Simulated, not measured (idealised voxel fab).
process module | voxel capacitor over wiring
cross-section cut | 205 nm wide | cells 5 nm
A cross-section is a grid of square cells, given in bands from the top down. A band is one or more rows of cells.
Each band's line starts with the height of the band's top and of its bottom, in nm. Then come its materials from left to right, each with its width in nm. One material with "throughout" fills the band from edge to edge. "air" is empty space.
Height 0 is the level under which the wafer as received is all one material. The lowest band goes on downwards, as in "0 down".
A width such as "30 to 40" changes by the same amount from each row of cells to the next, from the band's top row to its bottom row.
"no change" after a step means that no cell of the cross-section changed.
closed voids: empty space of 8 cells or more with no open way to the top, each as width x height at its distance from the left edge, in nm
after a step's settings: what the simulator itself notes on the step
overlay nm, on a step with a mask: how far to the right of its planned place the mask lay; to the left if negative
plan
1 op RECEIVE | material Si
2 op CONFORMAL_DEP | material SiO2 | thk nm 10
3 op DIRECTIONAL_DEP | material TiN | thk nm 5
4 op DIRECTIONAL_DEP | material Ru | thk nm 20
5 op DIRECTIONAL_DEP | material aC | thk nm 10
6 op PATTERN | tone cover | mask id METAL_1 | material resist | width nm 30 | pitch nm 90 | thk nm 30 | overlay nm 0
7 op DIRECTIONAL_ETCH | etch materials aC | depth nm 10
8 op STRIP | etch materials resist
9 op DIRECTIONAL_ETCH | etch materials Ru | depth nm 20
10 op DIRECTIONAL_ETCH | etch materials TiN | depth nm 5
11 op STRIP | etch materials aC
12 op FILL_DEP | material lowk | thk nm 10
13 op CMP | height nm 35
14 op CONFORMAL_DEP | material SiCN | thk nm 5
15 op DIRECTIONAL_DEP | material lowk | thk nm 15
16 op DIRECTIONAL_DEP | material aC | thk nm 10
17 op PATTERN | tone open | mask id PLUG_1 | material resist | width nm 15 | thk nm 30 | overlay nm 0
18 op DIRECTIONAL_ETCH | etch materials aC | depth nm 10
19 op STRIP | etch materials resist
20 op DIRECTIONAL_ETCH | etch materials lowk | depth nm 15
21 op DIRECTIONAL_ETCH | etch materials SiCN | depth nm 5
22 op STRIP | etch materials aC
23 op EPI | material Ru | thk nm 10
24 op EPI | material Ru | thk nm 10
25 op DIRECTIONAL_DEP | material TiN | thk nm 10
26 op DIRECTIONAL_DEP | material HfO2 | thk nm 5
27 op DIRECTIONAL_DEP | material TiN | thk nm 5
28 op DIRECTIONAL_DEP | material aC | thk nm 10
29 op PATTERN | tone cover | mask id UPPER_PLATE | material resist | width nm 65 | thk nm 30 | overlay nm 0
30 op DIRECTIONAL_ETCH | etch materials aC | depth nm 10
31 op STRIP | etch materials resist
32 op DIRECTIONAL_ETCH | etch materials TiN | depth nm 5
33 op DIRECTIONAL_ETCH | etch materials HfO2 | depth nm 5
34 op STRIP | etch materials aC
35 op PATTERN | tone cover | mask id LOWER_PLATE | material resist | width nm 75 | thk nm 20 | overlay nm 0
36 op DIRECTIONAL_ETCH | etch materials TiN | depth nm 10
37 op STRIP | etch materials resist
38 op FILL_DEP | material SiO2 | thk nm 15
39 op CMP | height nm 85
40 op PATTERN | tone open | mask id PLUG_2 | material resist | width nm 15 | thk nm 15 | overlay nm 0
41 op DIRECTIONAL_ETCH | etch materials SiO2 | depth nm 10
42 op STRIP | etch materials resist
43 op CONFORMAL_DEP | material TiN | thk nm 5
44 op FILL_DEP | material Cu | thk nm 10
45 op CMP | height nm 85
46 op CONFORMAL_DEP | material SiCN | thk nm 5
as received, after step 1
  0 down: Si throughout
  closed voids: none
a wafer at the end: this start, this plan, one mistake
  90 to 85: SiCN throughout
  85 to 80: SiO2 65 | TiN 5 | Cu 5 | TiN 5 | SiO2 125
  80 to 70: SiO2 65 to 55 | TiN 15 to 70 | SiO2 125 to 80
  70 to 65: SiO2 55 | HfO2 70 | SiO2 80
  65 to 55: SiO2 50 | TiN 75 | SiO2 80
  55 to 40: lowk 55 | Ru 15 | lowk 135
  40 to 35: SiCN 55 | Ru 15 | SiCN 135
  35 to 15: lowk 40 | Ru 30 | lowk 60 | Ru 30 | lowk 45
  15 to 10: lowk 40 | TiN 30 | lowk 60 | TiN 30 | lowk 45
  10 to 0: SiO2 throughout
  0 down: Si throughout
  closed voids: none
what went wrong: step 29 ran as: op PATTERN | tone cover | mask id UPPER_PLATE | material resist | width nm 70 | thk nm 30 | overlay nm 0
